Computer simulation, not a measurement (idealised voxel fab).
You're looking at the process module voxel capacitor over wiring.
Cross-sectional view cut (width: 150 nm; square cell size: 5 nm).
Square cells in a grid make up a cross-section in this document, and the grid is given as bands, listed from the top down, each one or more rows of cells. Look at the band entry: it leads with the top's height and the bottom's height in nm. Then it lists the materials left to right, with a width in nm for each. The word "throughout" on a single material says that material fills the band edge to edge. The word "blank" is empty space. Heights from 0 (as-received wafer is one material below). Bottom band endless downward, as "0..down". A two-number width, for instance "30 to 40", indicates that the width is equal to the first number in the top row of the band and to the second number in the bottom row, and that it changes by a constant amount per row of cells. No cell of the cross-section changed in a step that is given as "no change occurred". Any empty space of 8 cells or more lacking an open way to the top shows up in "Enclosed void listing" as width x height at distance, distance from the left edge, in nm. Where a step's line continues beyond its settings, the continuation is a remark by the simulator itself on that step. You can add "overlay nm" to a step's line. For a step with a mask, it describes how far the mask lay to the right of its planned position, and a negative number describes a lay to the left.

Listed below are the process steps as planned
1) RECEIVE with material Si
2) CONFORMAL_DEP with material SiO2, thk nm 15
3) DIRECTIONAL_DEP with material TiN, thk nm 5
4) DIRECTIONAL_DEP with material Ru, thk nm 15
5) MASKED_ETCH with tone cover, mask id METAL_1, width nm 20, pitch nm 75, etch materials Ru, depth nm 15, overlay nm 0
6) MASKED_ETCH with tone cover, mask id METAL_1, width nm 20, pitch nm 75, etch materials TiN, depth nm 5, overlay nm 0
7) FILL_DEP with material lowk, thk nm 5
8) CMP with height nm 35
9) CONFORMAL_DEP with material SiCN, thk nm 5
10) DIRECTIONAL_DEP with material SiO2, thk nm 10
11) DIRECTIONAL_DEP with material aC, thk nm 10
12) PATTERN with tone open, mask id PLUG_1, material resist, width nm 15, thk nm 30, overlay nm 0
13) DIRECTIONAL_ETCH with etch materials aC, depth nm 10
14) STRIP with etch materials resist
15) DIRECTIONAL_ETCH with etch materials SiO2, depth nm 10
16) DIRECTIONAL_ETCH with etch materials SiCN, depth nm 5
17) STRIP with etch materials aC
18) EPI with material Ru, thk nm 10
19) EPI with material Ru, thk nm 5
20) DIRECTIONAL_DEP with material TiN, thk nm 10
21) DIRECTIONAL_DEP with material Al2O3, thk nm 5
22) DIRECTIONAL_DEP with material TiN, thk nm 5
23) DIRECTIONAL_DEP with material aC, thk nm 10
24) PATTERN with tone cover, mask id UPPER_PLATE, material resist, width nm 60, thk nm 25, overlay nm 0
25) DIRECTIONAL_ETCH with etch materials aC, depth nm 10
26) STRIP with etch materials resist
27) DIRECTIONAL_ETCH with etch materials TiN, depth nm 5
28) DIRECTIONAL_ETCH with etch materials Al2O3, depth nm 5
29) STRIP with etch materials aC
30) DIRECTIONAL_DEP with material aC, thk nm 15
31) PATTERN with tone cover, mask id LOWER_PLATE, material resist, width nm 70, thk nm 30, overlay nm 0
32) DIRECTIONAL_ETCH with etch materials aC, depth nm 15
33) STRIP with etch materials resist
34) DIRECTIONAL_ETCH with etch materials TiN, depth nm 10
35) STRIP with etch materials aC
36) FILL_DEP with material SiO2, thk nm 20
37) CMP with height nm 85
38) MASKED_ETCH with tone open, mask id PLUG_2, width nm 15, etch materials SiO2, depth nm 15, overlay nm 0
39) CONFORMAL_DEP with material TiN, thk nm 5
40) FILL_DEP with material W, thk nm 10
41) CMP with height nm 85
42) CONFORMAL_DEP with material SiN, thk nm 5

Cross-section of the incoming wafer, state after step 1
0..down  Si throughout
Enclosed void listing: none

First wafer of two, sectioned at end of module; run went per plan
90..85  SiN throughout
85..75  SiO2 (40) / TiN (5) / W (5) / TiN (5) / SiO2 (95)
75..65  SiO2 (40 to 30) / TiN (15 to 60) / SiO2 (95 to 60)
65..60  SiO2 (30) / Al2O3 (60) / SiO2 (60)
60..50  SiO2 (25) / TiN (70) / SiO2 (55)
50..40  SiO2 (30) / Ru (15) / SiO2 (105)
40..35  SiCN (30) / Ru (15) / SiCN (105)
35..20  lowk (25) / Ru (20) / lowk (55) / Ru (20) / lowk (30)
20..15  lowk (25) / TiN (20) / lowk (55) / TiN (20) / lowk (30)
15..0  SiO2 throughout
0..down  Si throughout
Enclosed void listing: none

Cross-sectional view of the second of two wafers upon completion of the module. This wafer shared its starting condition and process plan with the first; one error was made during its execution
90..85  SiN throughout
85..80  W throughout
80..75  TiN (45) / W (5) / TiN (100)
75..65  SiO2 (40 to 30) / TiN (15 to 60) / SiO2 (95 to 60)
65..60  SiO2 (30) / Al2O3 (60) / SiO2 (60)
60..50  SiO2 (25) / TiN (70) / SiO2 (55)
50..40  SiO2 (30) / Ru (15) / SiO2 (105)
40..35  SiCN (30) / Ru (15) / SiCN (105)
35..20  lowk (25) / Ru (20) / lowk (55) / Ru (20) / lowk (30)
20..15  lowk (25) / TiN (20) / lowk (55) / TiN (20) / lowk (30)
15..0  SiO2 throughout
0..down  Si throughout
Enclosed void listing: none
So what did we get wrong on this run? in deviation from the planned setting, step 37 was conducted as CMP with height nm 75
FYI, end of process, the second wafer has more or fewer cells of some materials than the first: -54 SiO2 | +25 TiN | +29 W
